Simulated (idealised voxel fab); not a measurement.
Process module under the name voxel double patterning
Square cell edge 5 nm, section width 215 nm, ID cut.
Cross-section layout: square cells on a grid; listed as bands, top to bottom; a band spans one or more cell rows.
Basically the band line says how high the top is and how high the bottom is, in nm, and then what's in it from left to right, every material with its width in nm. Empty space shows up as "blank", and if a single material carries "all across" it runs the full band edge to edge.
Counting heights begins at 0, where everything beneath is, in the wafer as received, one material. The lowest band has no bottom; it goes on downwards, as "top 0, no bottom" shows.
Width: "30->40" (first number = top row, second number = bottom row, same change from row to row of cells).
"no alteration" -> step changed no cross-section cell.
"Voids, enclosed": sealed empty spaces, 8 cells or more, no open way to top, listed width x height at distance, with distance from the left edge and width, height and distance in nm.
Formally, on a step line, whatever follows the settings is a remark that the simulator itself makes on the step.
Regarding "overlay nm": on a step with a mask, it is the distance the mask lay to the right of its planned place; a negative value places it to the left.
-- Here's what the planned process steps look like
1,RECEIVE (material Si)
2,CONFORMAL_DEP (material SiO2; thk nm 5)
3,DIRECTIONAL_DEP (material TiN; thk nm 20)
4,DIRECTIONAL_DEP (material SiCN; thk nm 5)
5,PATTERN (tone open; mask id FIRST; material resist; width nm 15; pitch nm 50; thk nm 15; overlay nm 0)
6,DIRECTIONAL_ETCH (etch materials SiCN; depth nm 5)
7,STRIP (etch materials resist)
8,PATTERN (tone open; mask id SECOND; material resist; width nm 15; thk nm 20; overlay nm 0)
9,DIRECTIONAL_ETCH (etch materials SiCN; depth nm 5)
10,STRIP (etch materials resist)
11,DIRECTIONAL_ETCH (etch materials TiN; depth nm 20)
12,STRIP (etch materials SiCN)
-- As-received state of the wafer in cross-section, equivalent to post-step 1
- top 0, no bottom | Si all across
- Voids, enclosed: none
-- Sectioned view, first of two wafers, at the close of the module, processed as intended in the plan
- top 25, bottom 5 | TiN: 75, then blank: 15, then TiN: 10, then blank: 15, then TiN: 10, then blank: 15, then TiN: 75
- top 5, bottom 0 | SiO2 all across
- top 0, no bottom | Si all across
- Voids, enclosed: none
-- Second of two wafers, module complete, sectioned: it shares the first wafer's start and plan but was run with one mistake
- top 25, bottom 10 | TiN: 75, then blank: 15, then TiN: 10, then blank: 15, then TiN: 10, then blank: 15, then TiN: 75
- top 10, bottom 5 | TiN all across
- top 5, bottom 0 | SiO2 all across
- top 0, no bottom | Si all across
- Voids, enclosed: none
What went wrong in running the wafer? note that step 11 departed from the planned setting and was carried out as DIRECTIONAL_ETCH (etch materials TiN; depth nm 15)
Upon completion, the second wafer contains, in terms of cells, a greater or smaller amount of certain materials than the first wafer: 9 more of TiN
